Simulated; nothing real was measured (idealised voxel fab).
Process module in this document: voxel plated lines
Cross-section cut spans 260 nm and uses square cells 5 nm in size.
A cross-section in this document is a grid of square cells, and it is written down as bands, the top band listed before the ones below it; a band is made up of one or more rows of cells.
Heads up on the band format: heights come first, top then bottom, in nm. After that it's the materials left to right, each with its width in nm. A single material flagged "everywhere" fills the whole band edge to edge, and "blank" means there's empty space there.
It should be noted that heights are counted from 0, beneath which the wafer as supplied is of one material throughout, and that the lowest band possesses no lower boundary but continues downward, as written in "top 0, no bottom".
When a width is written as two numbers, as in "30..40", the first number is the width in the top row of cells of the band and the second is the width in its bottom row, and the width changes by the same amount from each row to the next.
It should be understood that the words "same as before", when stated for a given step, signify that the cross-section underwent no change in any of its cells during that step.
"Fully enclosed voids" enumerates empty spaces isolated from the top, with no open way to it, that contain at least 8 cells, giving each as width x height at distance from the left edge, all three in nm.
Text after the settings on a step's line: the simulator's own remark on that step.
overlay nm: for a step with a mask, the amount by which the mask lay right of where it was planned; a negative amount means left of it.
Steps in the process plan
1) RECEIVE [material Si]
2) CONFORMAL_DEP [material SiO2] [thk nm 15]
3) DIRECTIONAL_DEP [material TiN] [thk nm 5]
4) PATTERN [tone open] [mask id LINES] [material resist] [width nm 20] [pitch nm 45] [thk nm 25] [overlay nm 0]
5) EPI [material Ru] [thk nm 10]
6) EPI [material Ru] [thk nm 5]
7) STRIP [etch materials resist]
8) DIRECTIONAL_ETCH [etch materials TiN] [depth nm 5]
9) CONFORMAL_DEP [material SiCN] [thk nm 5]
All wafers enter the flow in the same state. The thk nm at step 9 differs from wafer to wafer, and the plan gives the value for the first wafer.
Cross-section of the first of several wafers on receipt, reflecting completion of step 1
- top 0, no bottom | Si everywhere
- Fully enclosed voids: none
The table below has one row for each wafer; a row shows, as of the end of the module, how many cells of each material the wafer has gained, marked (+), or lost, marked (-), since it was received, and then the wafer's closed voids
thk nm 5 | +24 Ru | +68 SiCN | +156 SiO2 | +8 TiN | Fully enclosed voids: none
thk nm 10 | +24 Ru | +136 SiCN | +156 SiO2 | +8 TiN | Fully enclosed voids: none
thk nm 15 | +24 Ru | +200 SiCN | +156 SiO2 | +8 TiN | Fully enclosed voids: none
thk nm 20 | +24 Ru | +260 SiCN | +156 SiO2 | +8 TiN | Fully enclosed voids: none
thk nm 25 | +24 Ru | +320 SiCN | +156 SiO2 | +8 TiN | Fully enclosed voids: none
